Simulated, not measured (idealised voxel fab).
Title: Process Module voxel air gaps
The width of the displayed cross-section, cut, is 285 nm; its cells are square, with a size of 5 nm.
A cross-section is a grid of square cells, given in bands from the top down. A band is one or more rows of cells. Heights first: top, then bottom, in nm. Then materials, left to right, each with a width in nm. "full width" on a single material: fills the band edge to edge. "blank": empty space. Height reference: 0 = level under which incoming wafer is all one material. Lowest band: no bottom, runs on downward, e.g. "0 nm and below". The expression "30->40" gives the width at the extremes of the band, the first number at its top row of cells and the second at its bottom row, with the width changing by equal amounts from each row to the next in between. The designation "remained the same", where it is given for a processing step, indicates that no cell of the cross-section was altered in the course of that step. Entry "Closed-off voids" = empty spaces >= 8 cells with no open way to the top; each as width x height at distance, distance from left edge, all nm. Where a step's line continues beyond its settings, the continuation is a remark by the simulator itself on that step. Steps that use a mask can have "overlay nm" on their line. It says how far the mask sat to the right of where it was meant to be. Negative means to the left.

Set out below are the planned steps of the process:
1: RECEIVE | material Si
2: CONFORMAL_DEP | material SiO2 | thk nm 15
3: CONFORMAL_DEP | material SiN | thk nm 5
4: DIRECTIONAL_DEP | material lowk | thk nm 30
5: MASKED_ETCH | tone open | mask id LINES | width nm 20 | pitch nm 50 | etch materials lowk | depth nm 30 | overlay nm 0
6: CONFORMAL_DEP | material TiN | thk nm 5
7: FILL_DEP | material Cu | thk nm 10
8: CMP | height nm 50
9: EPI | material Ru | thk nm 10
10: SELECTIVE_ETCH | etch materials lowk | depth nm 40
11: CONFORMAL_DEP | material SiN | thk nm 5

What follows covers the first of two wafers; it ran as planned:

Delivered wafer in cross-section: state after step 1:
0 nm and below = Si full width
Closed-off voids: none

Cross-sectional representation of the wafer at the conclusion of step 2:
15 nm to 0 nm = SiO2 full width
below 0: unchanged

Cross-sectional representation of the wafer at the conclusion of step 3:
20 nm to 15 nm = SiN full width
below 15: unchanged

Cross-sectional representation of the wafer at the conclusion of step 4:
50 nm to 20 nm = lowk full width
below 20: unchanged

Cross-sectional representation of the wafer at the conclusion of step 5:
50 nm to 20 nm = lowk (55)  blank (20)  lowk (30)  blank (20)  lowk (30)  blank (20)  lowk (30)  blank (20)  lowk (60)
below 20: unchanged

Cross-sectional representation of the wafer at the conclusion of step 6:
55 nm to 50 nm = TiN (60)  blank (10)  TiN (40)  blank (10)  TiN (40)  blank (10)  TiN (40)  blank (10)  TiN (65)
50 nm to 25 nm = lowk (55)  TiN (5)  blank (10)  TiN (5)  lowk (30)  TiN (5)  blank (10)  TiN (5)  lowk (30)  TiN (5)  blank (10)  TiN (5)  lowk (30)  TiN (5)  blank (10)  TiN (5)  lowk (60)
25 nm to 20 nm = lowk (55)  TiN (20)  lowk (30)  TiN (20)  lowk (30)  TiN (20)  lowk (30)  TiN (20)  lowk (60)
below 20: unchanged

Cross-sectional representation of the wafer at the conclusion of step 7:
65 nm to 55 nm = Cu full width
55 nm to 50 nm = TiN (60)  Cu (10)  TiN (40)  Cu (10)  TiN (40)  Cu (10)  TiN (40)  Cu (10)  TiN (65)
50 nm to 25 nm = lowk (55)  TiN (5)  Cu (10)  TiN (5)  lowk (30)  TiN (5)  Cu (10)  TiN (5)  lowk (30)  TiN (5)  Cu (10)  TiN (5)  lowk (30)  TiN (5)  Cu (10)  TiN (5)  lowk (60)
below 25: unchanged

Cross-sectional representation of the wafer at the conclusion of step 8:
50 nm to 25 nm = lowk (55)  TiN (5)  Cu (10)  TiN (5)  lowk (30)  TiN (5)  Cu (10)  TiN (5)  lowk (30)  TiN (5)  Cu (10)  TiN (5)  lowk (30)  TiN (5)  Cu (10)  TiN (5)  lowk (60)
below 25: unchanged

Cross-sectional representation of the wafer at the conclusion of step 9:
60 nm to 50 nm = blank (45)  Ru (40)  blank (10)  Ru (40)  blank (10)  Ru (40)  blank (10)  Ru (40)  blank (50)
below 50: unchanged

Cross-sectional representation of the wafer at the conclusion of step 10:
60 nm to 50 nm = blank (45)  Ru (40)  blank (10)  Ru (40)  blank (10)  Ru (40)  blank (10)  Ru (40)  blank (50)
50 nm to 25 nm = blank (55)  TiN (5)  Cu (10)  TiN (5)  blank (30)  TiN (5)  Cu (10)  TiN (5)  blank (30)  TiN (5)  Cu (10)  TiN (5)  blank (30)  TiN (5)  Cu (10)  TiN (5)  blank (60)
25 nm to 20 nm = blank (55)  TiN (20)  blank (30)  TiN (20)  blank (30)  TiN (20)  blank (30)  TiN (20)  blank (60)
below 20: unchanged

Cross-sectional representation of the wafer at the conclusion of step 11:
65 nm to 60 nm = blank (40)  SiN (200)  blank (45)
60 nm to 50 nm = blank (40)  SiN (5)  Ru (40)  SiN (10)  Ru (40)  SiN (10)  Ru (40)  SiN (10)  Ru (40)  SiN (5)  blank (45)
50 nm to 45 nm = blank (40)  SiN (15)  TiN (5)  Cu (10)  TiN (5)  SiN (30)  TiN (5)  Cu (10)  TiN (5)  SiN (30)  TiN (5)  Cu (10)  TiN (5)  SiN (30)  TiN (5)  Cu (10)  TiN (5)  SiN (15)  blank (45)
45 nm to 25 nm = blank (50)  SiN (5)  TiN (5)  Cu (10)  TiN (5)  SiN (5)  blank (20)  SiN (5)  TiN (5)  Cu (10)  TiN (5)  SiN (5)  blank (20)  SiN (5)  TiN (5)  Cu (10)  TiN (5)  SiN (5)  blank (20)  SiN (5)  TiN (5)  Cu (10)  TiN (5)  SiN (5)  blank (55)
25 nm to 20 nm = SiN (55)  TiN (20)  SiN (30)  TiN (20)  SiN (30)  TiN (20)  SiN (30)  TiN (20)  SiN (60)
below 20: unchanged
Closed-off voids: 20 x 20 at 80; 20 x 20 at 130; 20 x 20 at 180

Second wafer: same start and same plan as the first, one execution error; identical to the first through step 8:

Second wafer, cut view, end of step 9 per plan:
70 nm to 50 nm = blank (35)  Ru (210)  blank (40)
below 50: unchanged

Second wafer, cut view, end of step 10 per plan:
70 nm to 50 nm = blank (35)  Ru (210)  blank (40)
50 nm to 25 nm = blank (55)  TiN (5)  Cu (10)  TiN (5)  lowk (30)  TiN (5)  Cu (10)  TiN (5)  lowk (30)  TiN (5)  Cu (10)  TiN (5)  lowk (30)  TiN (5)  Cu (10)  TiN (5)  blank (60)
25 nm to 20 nm = blank (55)  TiN (20)  lowk (30)  TiN (20)  lowk (30)  TiN (20)  lowk (30)  TiN (20)  blank (60)
below 20: unchanged

Second wafer, cut view, end of step 11 per plan:
75 nm to 70 nm = blank (30)  SiN (220)  blank (35)
70 nm to 50 nm = blank (30)  SiN (5)  Ru (210)  SiN (5)  blank (35)
50 nm to 45 nm = blank (30)  SiN (25)  TiN (5)  Cu (10)  TiN (5)  lowk (30)  TiN (5)  Cu (10)  TiN (5)  lowk (30)  TiN (5)  Cu (10)  TiN (5)  lowk (30)  TiN (5)  Cu (10)  TiN (5)  SiN (25)  blank (35)
45 nm to 25 nm = blank (50)  SiN (5)  TiN (5)  Cu (10)  TiN (5)  lowk (30)  TiN (5)  Cu (10)  TiN (5)  lowk (30)  TiN (5)  Cu (10)  TiN (5)  lowk (30)  TiN (5)  Cu (10)  TiN (5)  SiN (5)  blank (55)
25 nm to 20 nm = SiN (55)  TiN (20)  lowk (30)  TiN (20)  lowk (30)  TiN (20)  lowk (30)  TiN (20)  SiN (60)
below 20: unchanged
It is concluded that the wafer was processed incorrectly with respect to the plan, in that step 9 of the plan was executed twice over
Count the cells at the end and the second wafer has more or fewer of some materials than the first: Ru +104, SiN -60, lowk +108
The closed voids present at the end amount to 3 for the first wafer and 0 for the second wafer.
